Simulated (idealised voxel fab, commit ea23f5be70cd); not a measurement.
Herein follows the process module entitled voxel gate over fins.
Cross-section cut spans 230 nm and uses square cells 5 nm in size.
Reading order for cross-sections: top band down to bottom band. Underlying form: a grid of square cells. Band size: one or more rows of cells. Band entry format. Leading values: height of top, height of bottom, nm. Remainder: materials in left-to-right order, each with its width in nm. Special words: "edge to edge" on a single material, which then fills the band edge to edge; "empty", empty space. For the purposes of this specification, 0 denotes the height below which the wafer in its as-received condition is composed wholly of one material, and the lowermost band, lacking a lower limit, extends downward without end, as expressed in "0 down". With a width like "30->40", each row of cells in the band differs from the next by the same amount, the top row carrying the first number and the bottom row the second. For the purposes of this document, the phrase "no modifications" attached to a step denotes that no cell within the cross-section was modified by that step. In the "Closed void catalog" entry, you get each enclosed empty space of 8 cells or more, one with no open way to the top, written width x height at distance, distance from the left edge, in nm. Whatever follows a step's settings on its line is a remark the simulator itself makes about that step. "overlay nm" denotes, for a step that has a mask, the displacement of the mask to the right of its planned place, with negative values corresponding to the left.
**Planned step list for the process**
- 1: RECEIVE: material Si
- 2: CONFORMAL_DEP: material SiN, thk nm 5
- 3: PATTERN: tone cover, mask id FINS, material resist, width nm 15, pitch nm 50, thk nm 20, overlay nm 0
- 4: DIRECTIONAL_ETCH: etch materials SiN, depth nm 5
- 5: DIRECTIONAL_ETCH: etch materials Si, depth nm 40
- 6: STRIP: etch materials resist
- 7: FILL_DEP: material SiO2, thk nm 15
- 8: CMP: height nm 5
- 9: PATTERN: tone open, mask id RAIL, material resist, width nm 15, thk nm 20, overlay nm 0
- 10: DIRECTIONAL_ETCH: etch materials SiO2, depth nm 40
- 11: STRIP: etch materials resist
- 12: CONFORMAL_DEP: material TiN, thk nm 5
- 13: FILL_DEP: material Ru, thk nm 5
- 14: CMP: height nm 5
- 15: SELECTIVE_ETCH: etch materials W Ru TiN, depth nm 25
- 16: FILL_DEP: material SiO2, thk nm 5
- 17: CMP: height nm 5
- 18: SELECTIVE_ETCH: etch materials SiO2, depth nm 15
- 19: STRIP: etch materials SiN
- 20: CONFORMAL_DEP: material HfO2, thk nm 5
- 21: CONFORMAL_DEP: material TiN, thk nm 5
- 22: FILL_DEP: material W, thk nm 10
- 23: CMP: height nm 15
- 24: CONFORMAL_DEP: material SiCN, thk nm 10
**As-received state of the wafer in cross-section, equivalent to post-step 1**
0 down | Si edge to edge
Closed void catalog: none
**The cross-section shown corresponds to the wafer at the conclusion of the module. The initial structure and the process plan are those presented above; however, one mistake occurred in executing the plan**
25 to 15 | SiCN edge to edge
15 to 10 | W edge to edge
10 to 5 | W: 45, TiN: 35, W: 15, TiN: 35, W: 15, TiN: 35, W: 50
5 to 0 | W: 45, TiN: 5, SiCN: 25, TiN: 5, W: 15, TiN: 5, SiCN: 25, TiN: 5, W: 15, TiN: 5, SiCN: 25, TiN: 5, W: 50
0 to -5 | TiN: 50, SiCN: 5, Si: 15, SiCN: 5, TiN: 25, SiCN: 5, Si: 15, SiCN: 5, TiN: 25, SiCN: 5, Si: 15, SiCN: 5, TiN: 55
-5 to -10 | SiCN: 55, Si: 15, SiCN: 35, Si: 15, SiCN: 35, Si: 15, SiCN: 60
-10 to -20 | SiO2: 55, Si: 15, SiO2: 35, Si: 15, SiO2: 35, Si: 15, SiO2: 60
-20 to -30 | SiO2: 55, Si: 15, SiO2: 10, TiN: 5, Ru: 5, TiN: 5, SiO2: 10, Si: 15, SiO2: 35, Si: 15, SiO2: 60
-30 to -35 | SiO2: 55, Si: 15, SiO2: 10, TiN: 15, SiO2: 10, Si: 15, SiO2: 35, Si: 15, SiO2: 60
-35 to -40 | SiO2: 55, Si: 15, SiO2: 35, Si: 15, SiO2: 35, Si: 15, SiO2: 60
-40 down | Si edge to edge
Closed void catalog: none
So what did we get wrong on this run? for step 20, the planned setting was not used; the step was instead run as CONFORMAL_DEP: material SiCN, thk nm 5
